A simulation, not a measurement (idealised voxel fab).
Documented hereafter: the process module known as voxel wiring stack.
Section cut is 290 nm wide and gridded with 5 nm square cells.
Cross-sections here: square-cell grids, written as top-down lists of bands, a band being one or more rows of cells.
Each band's line starts with the height of the band's top and of its bottom, in nm. Then come its materials from left to right, each with its width in nm. One material with "throughout" fills the band from edge to edge. "empty" is empty space.
Height 0 is the level under which the wafer as received is all one material. The lowest band goes on downwards, as in "0 -> down".
Width: "30 to 40" (first number = top row, second number = bottom row, same change from row to row of cells).
No cell of the cross-section changed in a step that is given as "remained unchanged".
Under "Fully sealed cavities" you'll find the enclosed gaps, the ones with no way out to the top, that are 8 cells or bigger; each reads width x height at distance, with distance counted from the left edge, everything in nm.
On each step's line, the part that comes after the settings is the simulator's own comment on the step.
If you see "overlay nm" on a step's line and that step has a mask, it's telling you how far right of where it was planned the mask ended up; a negative number means it went left instead.
# So here's the lineup of process steps we planned
step 1: RECEIVE with material Si
step 2: CONFORMAL_DEP with material SiO2, thk nm 10
step 3: CONFORMAL_DEP with material SiCN, thk nm 5
step 4: DIRECTIONAL_DEP with material SiO2, thk nm 25
step 5: MASKED_ETCH with tone open, mask id METAL_1, width nm 20, pitch nm 45, etch materials SiO2, depth nm 25, overlay nm 0
step 6: MASKED_ETCH with tone open, mask id METAL_1, width nm 20, pitch nm 45, etch materials SiCN, depth nm 5, overlay nm 0
step 7: CONFORMAL_DEP with material TiN, thk nm 5
step 8: FILL_DEP with material Cu, thk nm 5
step 9: CMP with height nm 40
step 10: CONFORMAL_DEP with material SiCN, thk nm 5
step 11: DIRECTIONAL_DEP with material SiO2, thk nm 30
step 12: MASKED_ETCH with tone open, mask id METAL_2, width nm 20, pitch nm 45, etch materials SiO2, depth nm 15, overlay nm 0
step 13: PATTERN with tone open, mask id METAL_2_HOLES, material resist, width nm 15, thk nm 15, overlay nm 0
step 14: DIRECTIONAL_ETCH with etch materials SiO2, depth nm 15
step 15: DIRECTIONAL_ETCH with etch materials SiCN, depth nm 5
step 16: STRIP with etch materials resist
step 17: CONFORMAL_DEP with material TiN, thk nm 5
step 18: FILL_DEP with material Cu, thk nm 5
step 19: CMP with height nm 75
step 20: CONFORMAL_DEP with material SiCN, thk nm 5
step 21: DIRECTIONAL_DEP with material lowk, thk nm 30
step 22: PATTERN with tone open, mask id METAL_3_HOLES, material resist, width nm 15, pitch nm 45, thk nm 20, overlay nm 0
step 23: DIRECTIONAL_ETCH with etch materials lowk, depth nm 30
step 24: STRIP with etch materials resist
step 25: MASKED_ETCH with tone open, mask id METAL_3, width nm 20, pitch nm 45, etch materials lowk, depth nm 15, overlay nm 0
step 26: MASKED_ETCH with tone open, mask id METAL_3, width nm 20, pitch nm 45, etch materials SiCN, depth nm 5, overlay nm -15
step 27: CONFORMAL_DEP with material TiN, thk nm 5
step 28: FILL_DEP with material Ru, thk nm 5
step 29: CMP with height nm 110
step 30: CONFORMAL_DEP with material SiCN, thk nm 5
step 31: DIRECTIONAL_DEP with material lowk, thk nm 35
step 32: DIRECTIONAL_DEP with material aC, thk nm 10
step 33: PATTERN with tone open, mask id METAL_4_HOLES, material resist, width nm 15, thk nm 25, overlay nm 0
step 34: DIRECTIONAL_ETCH with etch materials aC, depth nm 10
step 35: STRIP with etch materials resist
step 36: DIRECTIONAL_ETCH with etch materials lowk, depth nm 35
step 37: STRIP with etch materials aC
step 38: PATTERN with tone open, mask id METAL_4, material resist, width nm 20, pitch nm 45, thk nm 15, overlay nm 0
step 39: DIRECTIONAL_ETCH with etch materials lowk, depth nm 20
step 40: DIRECTIONAL_ETCH with etch materials SiCN, depth nm 5
step 41: STRIP with etch materials resist
step 42: CONFORMAL_DEP with material TiN, thk nm 5
step 43: FILL_DEP with material Cu, thk nm 10
step 44: CMP with height nm 150
step 45: CONFORMAL_DEP with material SiN, thk nm 5
Don't read the plan's overlay nm for step 26 as applying to every wafer: that's the first wafer's value, and the wafers differ in it, though they all start identical.
# As-received state after step 1, first of several wafers, cross-section
0 -> down = Si throughout
Fully sealed cavities: none
# Below: a row per wafer. Contents at end of module: for every material, cells gained since receipt (+) or lost since receipt (-); then closed voids
overlay nm -15, +48 Cu, +14 Ru, +216 SiCN, +58 SiN, +681 SiO2, +110 TiN, +671 lowk, Fully sealed cavities: none
overlay nm -10, +48 Cu, +14 Ru, +214 SiCN, +58 SiN, +681 SiO2, +112 TiN, +671 lowk, Fully sealed cavities: none
overlay nm -5, +48 Cu, +16 Ru, +212 SiCN, +58 SiN, +681 SiO2, +112 TiN, +671 lowk, Fully sealed cavities: none
overlay nm 0, +48 Cu, +16 Ru, +212 SiCN, +58 SiN, +681 SiO2, +112 TiN, +671 lowk, Fully sealed cavities: none
overlay nm 5, +48 Cu, +14 Ru, +214 SiCN, +58 SiN, +681 SiO2, +112 TiN, +671 lowk, Fully sealed cavities: none
overlay nm 10, +48 Cu, +14 Ru, +216 SiCN, +58 SiN, +681 SiO2, +110 TiN, +671 lowk, Fully sealed cavities: none
overlay nm 15, +48 Cu, +14 Ru, +218 SiCN, +58 SiN, +681 SiO2, +108 TiN, +671 lowk, Fully sealed cavities: none
